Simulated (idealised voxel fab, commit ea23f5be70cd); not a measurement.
process module | voxel tone inversion
cross-section cut | 145 nm wide | cells 5 nm
A cross-section is a grid of square cells, given in bands from the top down. A band is one or more rows of cells.
Each band's line starts with the height of the band's top and of its bottom, in nm. Then come its materials from left to right, each with its width in nm. One material with "throughout" fills the band from edge to edge. "air" is empty space.
Height 0 is the level under which the wafer as received is all one material. The lowest band goes on downwards, as in "0 down".
A width such as "30 to 40" changes by the same amount from each row of cells to the next, from the band's top row to its bottom row.
"no change" after a step means that no cell of the cross-section changed.
closed voids: empty space of 8 cells or more with no open way to the top, each as width x height at its distance from the left edge, in nm
after a step's settings: what the simulator itself notes on the step
overlay nm, on a step with a mask: how far to the right of its planned place the mask lay; to the left if negative
plan
1 op RECEIVE | material Si
2 op CONFORMAL_DEP | material SiN | thk nm 10
3 op DIRECTIONAL_DEP | material polySi | thk nm 15
4 op PATTERN | tone cover | mask id POSTS | material resist | width nm 15 | pitch nm 30 | thk nm 25 | overlay nm 0
5 op DIRECTIONAL_ETCH | etch materials polySi | depth nm 15
6 op STRIP | etch materials resist
7 op FILL_DEP | material SiO2 | thk nm 10
8 op CMP | height nm 25
9 op STRIP | etch materials polySi
10 op CONFORMAL_DEP | material TiN | thk nm 5
11 op FILL_DEP | material Ru | thk nm 10
12 op CMP | height nm 25
13 op CONFORMAL_DEP | material SiCN | thk nm 5
first wafer, as planned
as received, after step 1
  0 down: Si throughout
  closed voids: none
after step 2
  10 to 0: SiN throughout
  below 0: unchanged
after step 3
  25 to 10: polySi throughout
  below 10: unchanged
after step 4
  50 to 25: air 35 | resist 15 | air 15 | resist 15 | air 15 | resist 15 | air 35
  below 25: unchanged
after step 5
  50 to 25: air 35 | resist 15 | air 15 | resist 15 | air 15 | resist 15 | air 35
  25 to 10: air 35 | polySi 15 | air 15 | polySi 15 | air 15 | polySi 15 | air 35
  below 10: unchanged
after step 6
  25 to 10: air 35 | polySi 15 | air 15 | polySi 15 | air 15 | polySi 15 | air 35
  below 10: unchanged
after step 7
  35 to 25: SiO2 throughout
  25 to 10: SiO2 35 | polySi 15 | SiO2 15 | polySi 15 | SiO2 15 | polySi 15 | SiO2 35
  below 10: unchanged
after step 8
  25 to 10: SiO2 35 | polySi 15 | SiO2 15 | polySi 15 | SiO2 15 | polySi 15 | SiO2 35
  below 10: unchanged
after step 9
  25 to 10: SiO2 35 | air 15 | SiO2 15 | air 15 | SiO2 15 | air 15 | SiO2 35
  below 10: unchanged
after step 10
  30 to 25: TiN 40 | air 5 | TiN 25 | air 5 | TiN 25 | air 5 | TiN 40
  25 to 15: SiO2 35 | TiN 5 | air 5 | TiN 5 | SiO2 15 | TiN 5 | air 5 | TiN 5 | SiO2 15 | TiN 5 | air 5 | TiN 5 | SiO2 35
  15 to 10: SiO2 35 | TiN 15 | SiO2 15 | TiN 15 | SiO2 15 | TiN 15 | SiO2 35
  below 10: unchanged
after step 11
  40 to 30: Ru throughout
  30 to 25: TiN 40 | Ru 5 | TiN 25 | Ru 5 | TiN 25 | Ru 5 | TiN 40
  25 to 15: SiO2 35 | TiN 5 | Ru 5 | TiN 5 | SiO2 15 | TiN 5 | Ru 5 | TiN 5 | SiO2 15 | TiN 5 | Ru 5 | TiN 5 | SiO2 35
  below 15: unchanged
after step 12
  25 to 15: SiO2 35 | TiN 5 | Ru 5 | TiN 5 | SiO2 15 | TiN 5 | Ru 5 | TiN 5 | SiO2 15 | TiN 5 | Ru 5 | TiN 5 | SiO2 35
  below 15: unchanged
after step 13
  30 to 25: SiCN throughout
  below 25: unchanged
second wafer: like start, like plan, one mistake. Through step 11 it matches the first wafer
when step 12 should have ended
  35 to 30: Ru throughout
  below 30: unchanged
when step 13 should have ended
  40 to 35: SiCN throughout
  below 35: unchanged
what went wrong: step 12 ran as: op CMP | height nm 35
at the end the second wafer has, in cells: 32 more of Ru | 26 more of TiN
